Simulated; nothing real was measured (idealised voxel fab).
Process module name: voxel capacitor over wiring
This is section cut - it's 215 nm across, gridded in 5 nm square cells.
Each cross-section below is a grid of square cells, stated as bands in top-down order, with one or more rows of cells making up each band. This entry defines a band. It first specifies the height of the band's top and the height of its bottom in nm, and then specifies the band's materials from left to right, stating each material with its width in nm. The word "everywhere" identifies a single material that fills the band from edge to edge, while the word "blank" identifies empty space. We count height from 0. Below that, the starting wafer is all one material. The lowest band never ends at the bottom but goes on down; see "0 and below" for how that is written. With a width like "30 to 40", each row of cells in the band differs from the next by the same amount, the top row carrying the first number and the bottom row the second. "no change", as given for a step, is the statement that not any cell of the cross-section underwent a change during that step. You'll see "Tabulated closed voids" listing empty spaces that have no way open to the top, as long as they're 8 cells or more; the notation is width x height at distance, where the distance is from the left edge, and all of it is in nm. Text after the settings on a step's line: the simulator's own remark on that step. overlay nm: right-of-plan distance of the mask on a masked step; negative values mean left-of-plan.
Process steps - plan:
1) RECEIVE (material Si)
2) CONFORMAL_DEP (material SiO2; thk nm 15)
3) DIRECTIONAL_DEP (material TiN; thk nm 5)
4) DIRECTIONAL_DEP (material W; thk nm 15)
5) DIRECTIONAL_DEP (material aC; thk nm 15)
6) PATTERN (tone cover; mask id METAL_1; material resist; width nm 20; pitch nm 70; thk nm 35; overlay nm 0)
7) DIRECTIONAL_ETCH (etch materials aC; depth nm 15)
8) STRIP (etch materials resist)
9) DIRECTIONAL_ETCH (etch materials W; depth nm 15)
10) DIRECTIONAL_ETCH (etch materials TiN; depth nm 5)
11) STRIP (etch materials aC)
12) CONFORMAL_DEP (material SiN; thk nm 5)
13) FILL_DEP (material lowk; thk nm 10)
14) CMP (height nm 35)
15) CONFORMAL_DEP (material SiCN; thk nm 5)
16) DIRECTIONAL_DEP (material lowk; thk nm 20)
17) MASKED_ETCH (tone open; mask id PLUG_1; width nm 15; etch materials lowk; depth nm 20; overlay nm 0)
18) MASKED_ETCH (tone open; mask id PLUG_1; width nm 15; etch materials SiCN; depth nm 5; overlay nm 0)
19) CONFORMAL_DEP (material TiN; thk nm 5)
20) FILL_DEP (material Cu; thk nm 10)
21) CMP (height nm 60)
22) DIRECTIONAL_DEP (material TiN; thk nm 10)
23) DIRECTIONAL_DEP (material HfO2; thk nm 5)
24) DIRECTIONAL_DEP (material TiN; thk nm 10)
25) PATTERN (tone cover; mask id UPPER_PLATE; material resist; width nm 55; thk nm 15; overlay nm 0)
26) DIRECTIONAL_ETCH (etch materials TiN; depth nm 10)
27) DIRECTIONAL_ETCH (etch materials HfO2; depth nm 5)
28) STRIP (etch materials resist)
29) PATTERN (tone cover; mask id LOWER_PLATE; material resist; width nm 65; thk nm 20; overlay nm 0)
30) DIRECTIONAL_ETCH (etch materials TiN; depth nm 10)
31) STRIP (etch materials resist)
32) FILL_DEP (material SiO2; thk nm 20)
33) CMP (height nm 100)
34) MASKED_ETCH (tone open; mask id PLUG_2; width nm 15; etch materials SiO2; depth nm 15; overlay nm 0)
35) CONFORMAL_DEP (material TiN; thk nm 5)
36) FILL_DEP (material Cu; thk nm 10)
37) CMP (height nm 100)
38) CONFORMAL_DEP (material SiN; thk nm 5)
The first of two wafers, run as planned:
Cross-section of the incoming wafer, state after step 1:
	0 and below | Si everywhere
	Tabulated closed voids: none
After step 2:
	15 down to 0 | SiO2 everywhere
	Under 0: no change, same as before.
After step 3:
	20 down to 15 | TiN everywhere
	Under 15: no change, same as before.
After step 4:
	35 down to 20 | W everywhere
	Under 20: no change, same as before.
After step 5:
	50 down to 35 | aC everywhere
	Under 35: no change, same as before.
After step 6:
	85 down to 50 | 60 of blank; 20 of resist; 50 of blank; 20 of resist; 65 of blank
	Under 50: no change, same as before.
After step 7:
	70 down to 50 | 60 of blank; 20 of resist; 50 of blank; 20 of resist; 65 of blank
	50 down to 35 | 60 of blank; 20 of aC; 50 of blank; 20 of aC; 65 of blank
	Under 35: no change, same as before.
After step 8:
	50 down to 35 | 60 of blank; 20 of aC; 50 of blank; 20 of aC; 65 of blank
	Under 35: no change, same as before.
After step 9:
	50 down to 35 | 60 of blank; 20 of aC; 50 of blank; 20 of aC; 65 of blank
	35 down to 20 | 60 of blank; 20 of W; 50 of blank; 20 of W; 65 of blank
	Under 20: no change, same as before.
After step 10:
	50 down to 35 | 60 of blank; 20 of aC; 50 of blank; 20 of aC; 65 of blank
	35 down to 20 | 60 of blank; 20 of W; 50 of blank; 20 of W; 65 of blank
	20 down to 15 | 60 of blank; 20 of TiN; 50 of blank; 20 of TiN; 65 of blank
	Under 15: no change, same as before.
After step 11:
	35 down to 20 | 60 of blank; 20 of W; 50 of blank; 20 of W; 65 of blank
	Under 20: no change, same as before.
After step 12:
	40 down to 35 | 55 of blank; 30 of SiN; 40 of blank; 30 of SiN; 60 of blank
	35 down to 20 | 55 of blank; 5 of SiN; 20 of W; 5 of SiN; 40 of blank; 5 of SiN; 20 of W; 5 of SiN; 60 of blank
	20 down to 15 | 60 of SiN; 20 of TiN; 50 of SiN; 20 of TiN; 65 of SiN
	Under 15: no change, same as before.
After step 13:
	50 down to 40 | lowk everywhere
	40 down to 35 | 55 of lowk; 30 of SiN; 40 of lowk; 30 of SiN; 60 of lowk
	35 down to 20 | 55 of lowk; 5 of SiN; 20 of W; 5 of SiN; 40 of lowk; 5 of SiN; 20 of W; 5 of SiN; 60 of lowk
	Under 20: no change, same as before.
After step 14:
	35 down to 20 | 55 of lowk; 5 of SiN; 20 of W; 5 of SiN; 40 of lowk; 5 of SiN; 20 of W; 5 of SiN; 60 of lowk
	Under 20: no change, same as before.
After step 15:
	40 down to 35 | SiCN everywhere
	Under 35: no change, same as before.
After step 16:
	60 down to 40 | lowk everywhere
	Under 40: no change, same as before.
After step 17:
	60 down to 40 | 65 of lowk; 15 of blank; 135 of lowk
	Under 40: no change, same as before.
After step 18:
	60 down to 40 | 65 of lowk; 15 of blank; 135 of lowk
	40 down to 35 | 65 of SiCN; 15 of blank; 135 of SiCN
	Under 35: no change, same as before.
After step 19:
	65 down to 60 | 70 of TiN; 5 of blank; 140 of TiN
	60 down to 40 | 65 of lowk; 5 of TiN; 5 of blank; 5 of TiN; 135 of lowk
	40 down to 35 | 65 of SiCN; 15 of TiN; 135 of SiCN
	Under 35: no change, same as before.
After step 20:
	75 down to 65 | Cu everywhere
	65 down to 60 | 70 of TiN; 5 of Cu; 140 of TiN
	60 down to 40 | 65 of lowk; 5 of TiN; 5 of Cu; 5 of TiN; 135 of lowk
	Under 40: no change, same as before.
After step 21:
	60 down to 40 | 65 of lowk; 5 of TiN; 5 of Cu; 5 of TiN; 135 of lowk
	Under 40: no change, same as before.
After step 22:
	70 down to 60 | TiN everywhere
	Under 60: no change, same as before.
After step 23:
	75 down to 70 | HfO2 everywhere
	Under 70: no change, same as before.
After step 24:
	85 down to 75 | TiN everywhere
	Under 75: no change, same as before.
After step 25:
	100 down to 85 | 65 of blank; 55 of resist; 95 of blank
	Under 85: no change, same as before.
After step 26:
	100 down to 85 | 65 of blank; 55 of resist; 95 of blank
	85 down to 75 | 65 of blank; 55 of TiN; 95 of blank
	Under 75: no change, same as before.
After step 27:
	100 down to 85 | 65 of blank; 55 of resist; 95 of blank
	85 down to 75 | 65 of blank; 55 of TiN; 95 of blank
	75 down to 70 | 65 of blank; 55 of HfO2; 95 of blank
	Under 70: no change, same as before.
After step 28:
	85 down to 75 | 65 of blank; 55 of TiN; 95 of blank
	Under 75: no change, same as before.
After step 29:
	105 down to 85 | 60 of blank; 65 of resist; 90 of blank
	85 down to 75 | 60 of blank; 5 of resist; 55 of TiN; 5 of resist; 90 of blank
	75 down to 70 | 60 of blank; 5 of resist; 55 of HfO2; 5 of resist; 90 of blank
	Under 70: no change, same as before.
After step 30:
	105 down to 85 | 60 of blank; 65 of resist; 90 of blank
	85 down to 75 | 60 of blank; 5 of resist; 55 of TiN; 5 of resist; 90 of blank
	75 down to 70 | 60 of blank; 5 of resist; 55 of HfO2; 5 of resist; 90 of blank
	70 down to 60 | 60 of blank; 65 of TiN; 90 of blank
	Under 60: no change, same as before.
After step 31:
	85 down to 75 | 65 of blank; 55 of TiN; 95 of blank
	75 down to 70 | 65 of blank; 55 of HfO2; 95 of blank
	Under 70: no change, same as before.
After step 32:
	105 down to 85 | SiO2 everywhere
	85 down to 75 | 65 of SiO2; 55 of TiN; 95 of SiO2
	75 down to 70 | 65 of SiO2; 55 of HfO2; 95 of SiO2
	70 down to 60 | 60 of SiO2; 65 of TiN; 90 of SiO2
	Under 60: no change, same as before.
After step 33:
	100 down to 85 | SiO2 everywhere
	Under 85: no change, same as before.
After step 34:
	100 down to 85 | 75 of SiO2; 15 of blank; 125 of SiO2
	Under 85: no change, same as before.
After step 35:
	105 down to 100 | 80 of TiN; 5 of blank; 130 of TiN
	100 down to 90 | 75 of SiO2; 5 of TiN; 5 of blank; 5 of TiN; 125 of SiO2
	90 down to 85 | 75 of SiO2; 15 of TiN; 125 of SiO2
	Under 85: no change, same as before.
After step 36:
	115 down to 105 | Cu everywhere
	105 down to 100 | 80 of TiN; 5 of Cu; 130 of TiN
	100 down to 90 | 75 of SiO2; 5 of TiN; 5 of Cu; 5 of TiN; 125 of SiO2
	Under 90: no change, same as before.
After step 37:
	100 down to 90 | 75 of SiO2; 5 of TiN; 5 of Cu; 5 of TiN; 125 of SiO2
	Under 90: no change, same as before.
After step 38:
	105 down to 100 | SiN everywhere
	Under 100: no change, same as before.
Second wafer: same start and same plan as the first, one execution error; identical to the first through step 16:
Second wafer, sectioned view, at step 17's planned end time:
	60 down to 40 | 65 of blank; 15 of lowk; 135 of blank
	Under 40: no change, same as before.
Second wafer, sectioned view, at step 18's planned end time: no change
Second wafer, sectioned view, at step 19's planned end time:
	65 down to 60 | 60 of blank; 25 of TiN; 130 of blank
	60 down to 45 | 60 of blank; 5 of TiN; 15 of lowk; 5 of TiN; 130 of blank
	45 down to 40 | 65 of TiN; 15 of lowk; 135 of TiN
	Under 40: no change, same as before.
Second wafer, sectioned view, at step 20's planned end time:
	75 down to 65 | Cu everywhere
	65 down to 60 | 60 of Cu; 25 of TiN; 130 of Cu
	60 down to 45 | 60 of Cu; 5 of TiN; 15 of lowk; 5 of TiN; 130 of Cu
	Under 45: no change, same as before.
Second wafer, sectioned view, at step 21's planned end time:
	60 down to 45 | 60 of Cu; 5 of TiN; 15 of lowk; 5 of TiN; 130 of Cu
	Under 45: no change, same as before.
Second wafer, sectioned view, at step 22's planned end time:
	70 down to 60 | TiN everywhere
	Under 60: no change, same as before.
Second wafer, sectioned view, at step 23's planned end time:
	75 down to 70 | HfO2 everywhere
	Under 70: no change, same as before.
Second wafer, sectioned view, at step 24's planned end time:
	85 down to 75 | TiN everywhere
	Under 75: no change, same as before.
Second wafer, sectioned view, at step 25's planned end time:
	100 down to 85 | 65 of blank; 55 of resist; 95 of blank
	Under 85: no change, same as before.
Second wafer, sectioned view, at step 26's planned end time:
	100 down to 85 | 65 of blank; 55 of resist; 95 of blank
	85 down to 75 | 65 of blank; 55 of TiN; 95 of blank
	Under 75: no change, same as before.
Second wafer, sectioned view, at step 27's planned end time:
	100 down to 85 | 65 of blank; 55 of resist; 95 of blank
	85 down to 75 | 65 of blank; 55 of TiN; 95 of blank
	75 down to 70 | 65 of blank; 55 of HfO2; 95 of blank
	Under 70: no change, same as before.
Second wafer, sectioned view, at step 28's planned end time:
	85 down to 75 | 65 of blank; 55 of TiN; 95 of blank
	Under 75: no change, same as before.
Second wafer, sectioned view, at step 29's planned end time:
	105 down to 85 | 60 of blank; 65 of resist; 90 of blank
	85 down to 75 | 60 of blank; 5 of resist; 55 of TiN; 5 of resist; 90 of blank
	75 down to 70 | 60 of blank; 5 of resist; 55 of HfO2; 5 of resist; 90 of blank
	Under 70: no change, same as before.
Second wafer, sectioned view, at step 30's planned end time:
	105 down to 85 | 60 of blank; 65 of resist; 90 of blank
	85 down to 75 | 60 of blank; 5 of resist; 55 of TiN; 5 of resist; 90 of blank
	75 down to 70 | 60 of blank; 5 of resist; 55 of HfO2; 5 of resist; 90 of blank
	70 down to 60 | 60 of blank; 65 of TiN; 90 of blank
	Under 60: no change, same as before.
Second wafer, sectioned view, at step 31's planned end time:
	85 down to 75 | 65 of blank; 55 of TiN; 95 of blank
	75 down to 70 | 65 of blank; 55 of HfO2; 95 of blank
	Under 70: no change, same as before.
Second wafer, sectioned view, at step 32's planned end time:
	105 down to 85 | SiO2 everywhere
	85 down to 75 | 65 of SiO2; 55 of TiN; 95 of SiO2
	75 down to 70 | 65 of SiO2; 55 of HfO2; 95 of SiO2
	70 down to 60 | 60 of SiO2; 65 of TiN; 90 of SiO2
	Under 60: no change, same as before.
Second wafer, sectioned view, at step 33's planned end time:
	100 down to 85 | SiO2 everywhere
	Under 85: no change, same as before.
Second wafer, sectioned view, at step 34's planned end time:
	100 down to 85 | 75 of SiO2; 15 of blank; 125 of SiO2
	Under 85: no change, same as before.
Second wafer, sectioned view, at step 35's planned end time:
	105 down to 100 | 80 of TiN; 5 of blank; 130 of TiN
	100 down to 90 | 75 of SiO2; 5 of TiN; 5 of blank; 5 of TiN; 125 of SiO2
	90 down to 85 | 75 of SiO2; 15 of TiN; 125 of SiO2
	Under 85: no change, same as before.
Second wafer, sectioned view, at step 36's planned end time:
	115 down to 105 | Cu everywhere
	105 down to 100 | 80 of TiN; 5 of Cu; 130 of TiN
	100 down to 90 | 75 of SiO2; 5 of TiN; 5 of Cu; 5 of TiN; 125 of SiO2
	Under 90: no change, same as before.
Second wafer, sectioned view, at step 37's planned end time:
	100 down to 90 | 75 of SiO2; 5 of TiN; 5 of Cu; 5 of TiN; 125 of SiO2
	Under 90: no change, same as before.
Second wafer, sectioned view, at step 38's planned end time:
	105 down to 100 | SiN everywhere
	Under 100: no change, same as before.
Misprocessing identified: for step 17, the planned setting was not used; the step was instead run as MASKED_ETCH (tone cover; mask id PLUG_1; width nm 15; etch materials lowk; depth nm 20; overlay nm 0)
Count the cells at the end and the second wafer has more or fewer of some materials than the first: Cu +110 | SiCN +3 | TiN +35 | lowk -148
